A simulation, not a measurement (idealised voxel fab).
process module | voxel ribs on slabs
cross-section cut | 175 nm wide | cells 5 nm
A cross-section is a grid of square cells, given in bands from the top down. A band is one or more rows of cells.
Each band's line starts with the height of the band's top and of its bottom, in nm. Then come its materials from left to right, each with its width in nm. One material with "throughout" fills the band from edge to edge. "air" is empty space.
Height 0 is the level under which the wafer as received is all one material. The lowest band goes on downwards, as in "0 down".
A width such as "30 to 40" changes by the same amount from each row of cells to the next, from the band's top row to its bottom row.
"no change" after a step means that no cell of the cross-section changed.
closed voids: empty space of 8 cells or more with no open way to the top, each as width x height at its distance from the left edge, in nm
after a step's settings: what the simulator itself notes on the step
overlay nm, on a step with a mask: how far to the right of its planned place the mask lay; to the left if negative
plan
1 op RECEIVE | material Si
2 op DIRECTIONAL_DEP | material SiO2 | thk nm 30
3 op DIRECTIONAL_DEP | material SiN | thk nm 20
4 op PATTERN | tone cover | mask id RIB | material resist | width nm 20 | thk nm 20 | overlay nm 0
5 op DIRECTIONAL_ETCH | etch materials SiN | depth nm 15
6 op STRIP | etch materials resist
7 op PATTERN | tone cover | mask id SLAB | material resist | width nm 60 | thk nm 20 | overlay nm 0
8 op DIRECTIONAL_ETCH | etch materials SiN | depth nm 5
9 op STRIP | etch materials resist
10 op FILL_DEP | material SiO2 | thk nm 15
11 op CMP | height nm 60
12 op DIRECTIONAL_DEP | material TiN | thk nm 10
13 op DIRECTIONAL_DEP | material aC | thk nm 10
14 op PATTERN | tone cover | mask id HEATER | material resist | width nm 30 | thk nm 25 | overlay nm 0
15 op DIRECTIONAL_ETCH | etch materials aC | depth nm 10
16 op STRIP | etch materials resist
17 op DIRECTIONAL_ETCH | etch materials TiN | depth nm 10
18 op STRIP | etch materials aC
19 op CONFORMAL_DEP | material SiN | thk nm 5
first wafer, as planned
as received, after step 1
  0 down: Si throughout
  closed voids: none
after step 2
  30 to 0: SiO2 throughout
  below 0: unchanged
after step 3
  50 to 30: SiN throughout
  below 30: unchanged
after step 4
  70 to 50: air 75 | resist 20 | air 80
  below 50: unchanged
after step 5
  70 to 50: air 75 | resist 20 | air 80
  50 to 35: air 75 | SiN 20 | air 80
  below 35: unchanged
after step 6
  50 to 35: air 75 | SiN 20 | air 80
  below 35: unchanged
after step 7
  70 to 50: air 55 | resist 60 | air 60
  50 to 35: air 55 | resist 20 | SiN 20 | resist 20 | air 60
  below 35: unchanged
after step 8
  70 to 50: air 55 | resist 60 | air 60
  50 to 35: air 55 | resist 20 | SiN 20 | resist 20 | air 60
  35 to 30: air 55 | SiN 60 | air 60
  below 30: unchanged
after step 9
  50 to 35: air 75 | SiN 20 | air 80
  below 35: unchanged
after step 10
  65 to 50: SiO2 throughout
  50 to 35: SiO2 75 | SiN 20 | SiO2 80
  35 to 30: SiO2 55 | SiN 60 | SiO2 60
  below 30: unchanged
after step 11
  60 to 50: SiO2 throughout
  below 50: unchanged
after step 12
  70 to 60: TiN throughout
  below 60: unchanged
after step 13
  80 to 70: aC throughout
  below 70: unchanged
after step 14
  105 to 80: air 70 | resist 30 | air 75
  below 80: unchanged
after step 15
  95 to 80: air 70 | resist 30 | air 75
  80 to 70: air 70 | aC 30 | air 75
  below 70: unchanged
after step 16
  80 to 70: air 70 | aC 30 | air 75
  below 70: unchanged
after step 17
  80 to 70: air 70 | aC 30 | air 75
  70 to 60: air 70 | TiN 30 | air 75
  below 60: unchanged
after step 18
  70 to 60: air 70 | TiN 30 | air 75
  below 60: unchanged
after step 19
  75 to 70: air 65 | SiN 40 | air 70
  70 to 65: air 65 | SiN 5 | TiN 30 | SiN 5 | air 70
  65 to 60: SiN 70 | TiN 30 | SiN 75
  below 60: unchanged
second wafer: like start, like plan, one mistake. Through step 2 it matches the first wafer
when step 3 should have ended
  70 to 30: SiN throughout
  below 30: unchanged
when step 4 should have ended
  90 to 70: air 75 | resist 20 | air 80
  below 70: unchanged
when step 5 should have ended
  90 to 70: air 75 | resist 20 | air 80
  70 to 55: air 75 | SiN 20 | air 80
  below 55: unchanged
when step 6 should have ended
  70 to 55: air 75 | SiN 20 | air 80
  below 55: unchanged
when step 7 should have ended
  90 to 70: air 55 | resist 60 | air 60
  70 to 55: air 55 | resist 20 | SiN 20 | resist 20 | air 60
  below 55: unchanged
when step 8 should have ended
  90 to 70: air 55 | resist 60 | air 60
  70 to 55: air 55 | resist 20 | SiN 20 | resist 20 | air 60
  55 to 50: air 55 | SiN 60 | air 60
  below 50: unchanged
when step 9 should have ended
  70 to 55: air 75 | SiN 20 | air 80
  below 55: unchanged
when step 10 should have ended
  85 to 70: SiO2 throughout
  70 to 55: SiO2 75 | SiN 20 | SiO2 80
  55 to 50: SiO2 55 | SiN 60 | SiO2 60
  below 50: unchanged
when step 11 should have ended
  60 to 50: SiO2 75 to 55 | SiN 20 to 60 | SiO2 80 to 60
  below 50: unchanged
when step 12 should have ended
  70 to 60: TiN throughout
  below 60: unchanged
when step 13 should have ended
  80 to 70: aC throughout
  below 70: unchanged
when step 14 should have ended
  105 to 80: air 70 | resist 30 | air 75
  below 80: unchanged
when step 15 should have ended
  95 to 80: air 70 | resist 30 | air 75
  80 to 70: air 70 | aC 30 | air 75
  below 70: unchanged
when step 16 should have ended
  80 to 70: air 70 | aC 30 | air 75
  below 70: unchanged
when step 17 should have ended
  80 to 70: air 70 | aC 30 | air 75
  70 to 60: air 70 | TiN 30 | air 75
  below 60: unchanged
when step 18 should have ended
  70 to 60: air 70 | TiN 30 | air 75
  below 60: unchanged
when step 19 should have ended
  75 to 70: air 65 | SiN 40 | air 70
  70 to 65: air 65 | SiN 5 | TiN 30 | SiN 5 | air 70
  65 to 60: SiN 70 | TiN 30 | SiN 75
  below 60: unchanged
what went wrong: step 3 was run twice
at the end the second wafer has, in cells: 132 more of SiN | 132 fewer of SiO2
